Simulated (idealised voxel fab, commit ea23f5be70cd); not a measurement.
process module | voxel ribs on slabs
cross-section cut | 190 nm wide | cells 5 nm
A cross-section is a grid of square cells, given in bands from the top down. A band is one or more rows of cells.
Each band's line starts with the height of the band's top and of its bottom, in nm. Then come its materials from left to right, each with its width in nm. One material with "throughout" fills the band from edge to edge. "air" is empty space.
Height 0 is the level under which the wafer as received is all one material. The lowest band goes on downwards, as in "0 down".
A width such as "30 to 40" changes by the same amount from each row of cells to the next, from the band's top row to its bottom row.
"no change" after a step means that no cell of the cross-section changed.
closed voids: empty space of 8 cells or more with no open way to the top, each as width x height at its distance from the left edge, in nm
after a step's settings: what the simulator itself notes on the step
overlay nm, on a step with a mask: how far to the right of its planned place the mask lay; to the left if negative
plan
1 op RECEIVE | material Si
2 op DIRECTIONAL_DEP | material SiO2 | thk nm 20
3 op DIRECTIONAL_DEP | material SiN | thk nm 20
4 op DIRECTIONAL_DEP | material aC | thk nm 15
5 op PATTERN | tone cover | mask id RIB | material resist | width nm 20 | thk nm 30 | overlay nm 0
6 op DIRECTIONAL_ETCH | etch materials aC | depth nm 15
7 op STRIP | etch materials resist
8 op DIRECTIONAL_ETCH | etch materials SiN | depth nm 10
9 op STRIP | etch materials aC
10 op PATTERN | tone cover | mask id SLAB | material resist | width nm 70 | thk nm 15 | overlay nm 0
11 op DIRECTIONAL_ETCH | etch materials SiN | depth nm 10
12 op STRIP | etch materials resist
13 op FILL_DEP | material SiO2 | thk nm 30
14 op CMP | height nm 60
15 op DIRECTIONAL_DEP | material W | thk nm 5
16 op DIRECTIONAL_DEP | material aC | thk nm 15
17 op PATTERN | tone cover | mask id HEATER | material resist | width nm 30 | thk nm 30 | overlay nm 0
18 op DIRECTIONAL_ETCH | etch materials aC | depth nm 15
19 op STRIP | etch materials resist
20 op DIRECTIONAL_ETCH | etch materials W | depth nm 5
21 op STRIP | etch materials aC
22 op CONFORMAL_DEP | material SiN | thk nm 5
first wafer, as planned
as received, after step 1
  0 down: Si throughout
  closed voids: none
after step 2
  20 to 0: SiO2 throughout
  below 0: unchanged
after step 3
  40 to 20: SiN throughout
  below 20: unchanged
after step 4
  55 to 40: aC throughout
  below 40: unchanged
after step 5
  85 to 55: air 85 | resist 20 | air 85
  below 55: unchanged
after step 6
  70 to 55: air 85 | resist 20 | air 85
  55 to 40: air 85 | aC 20 | air 85
  below 40: unchanged
after step 7
  55 to 40: air 85 | aC 20 | air 85
  below 40: unchanged
after step 8
  55 to 40: air 85 | aC 20 | air 85
  40 to 30: air 85 | SiN 20 | air 85
  below 30: unchanged
after step 9
  40 to 30: air 85 | SiN 20 | air 85
  below 30: unchanged
after step 10
  55 to 40: air 60 | resist 70 | air 60
  40 to 30: air 60 | resist 25 | SiN 20 | resist 25 | air 60
  below 30: unchanged
after step 11
  55 to 40: air 60 | resist 70 | air 60
  40 to 30: air 60 | resist 25 | SiN 20 | resist 25 | air 60
  30 to 20: air 60 | SiN 70 | air 60
  below 20: unchanged
after step 12
  40 to 30: air 85 | SiN 20 | air 85
  below 30: unchanged
after step 13
  70 to 40: SiO2 throughout
  40 to 30: SiO2 85 | SiN 20 | SiO2 85
  30 to 20: SiO2 60 | SiN 70 | SiO2 60
  below 20: unchanged
after step 14
  60 to 40: SiO2 throughout
  below 40: unchanged
after step 15
  65 to 60: W throughout
  below 60: unchanged
after step 16
  80 to 65: aC throughout
  below 65: unchanged
after step 17
  110 to 80: air 80 | resist 30 | air 80
  below 80: unchanged
after step 18
  95 to 80: air 80 | resist 30 | air 80
  80 to 65: air 80 | aC 30 | air 80
  below 65: unchanged
after step 19
  80 to 65: air 80 | aC 30 | air 80
  below 65: unchanged
after step 20
  80 to 65: air 80 | aC 30 | air 80
  65 to 60: air 80 | W 30 | air 80
  below 60: unchanged
after step 21
  65 to 60: air 80 | W 30 | air 80
  below 60: unchanged
after step 22
  70 to 65: air 75 | SiN 40 | air 75
  65 to 60: SiN 80 | W 30 | SiN 80
  below 60: unchanged
second wafer: like start, like plan, one mistake. Through step 9 it matches the first wafer
when step 10 should have ended
  55 to 40: air 65 | resist 70 | air 55
  40 to 30: air 65 | resist 20 | SiN 20 | resist 30 | air 55
  below 30: unchanged
when step 11 should have ended
  55 to 40: air 65 | resist 70 | air 55
  40 to 30: air 65 | resist 20 | SiN 20 | resist 30 | air 55
  30 to 20: air 65 | SiN 70 | air 55
  below 20: unchanged
when step 12 should have ended
  40 to 30: air 85 | SiN 20 | air 85
  below 30: unchanged
when step 13 should have ended
  70 to 40: SiO2 throughout
  40 to 30: SiO2 85 | SiN 20 | SiO2 85
  30 to 20: SiO2 65 | SiN 70 | SiO2 55
  below 20: unchanged
when step 14 should have ended
  60 to 40: SiO2 throughout
  below 40: unchanged
when step 15 should have ended
  65 to 60: W throughout
  below 60: unchanged
when step 16 should have ended
  80 to 65: aC throughout
  below 65: unchanged
when step 17 should have ended
  110 to 80: air 80 | resist 30 | air 80
  below 80: unchanged
when step 18 should have ended
  95 to 80: air 80 | resist 30 | air 80
  80 to 65: air 80 | aC 30 | air 80
  below 65: unchanged
when step 19 should have ended
  80 to 65: air 80 | aC 30 | air 80
  below 65: unchanged
when step 20 should have ended
  80 to 65: air 80 | aC 30 | air 80
  65 to 60: air 80 | W 30 | air 80
  below 60: unchanged
when step 21 should have ended
  65 to 60: air 80 | W 30 | air 80
  below 60: unchanged
when step 22 should have ended
  70 to 65: air 75 | SiN 40 | air 75
  65 to 60: SiN 80 | W 30 | SiN 80
  below 60: unchanged
what went wrong: step 10 ran as: op PATTERN | tone cover | mask id SLAB | material resist | width nm 70 | thk nm 15 | overlay nm 5
at the end the second wafer has, in cells: as many of each material as the first, in other places
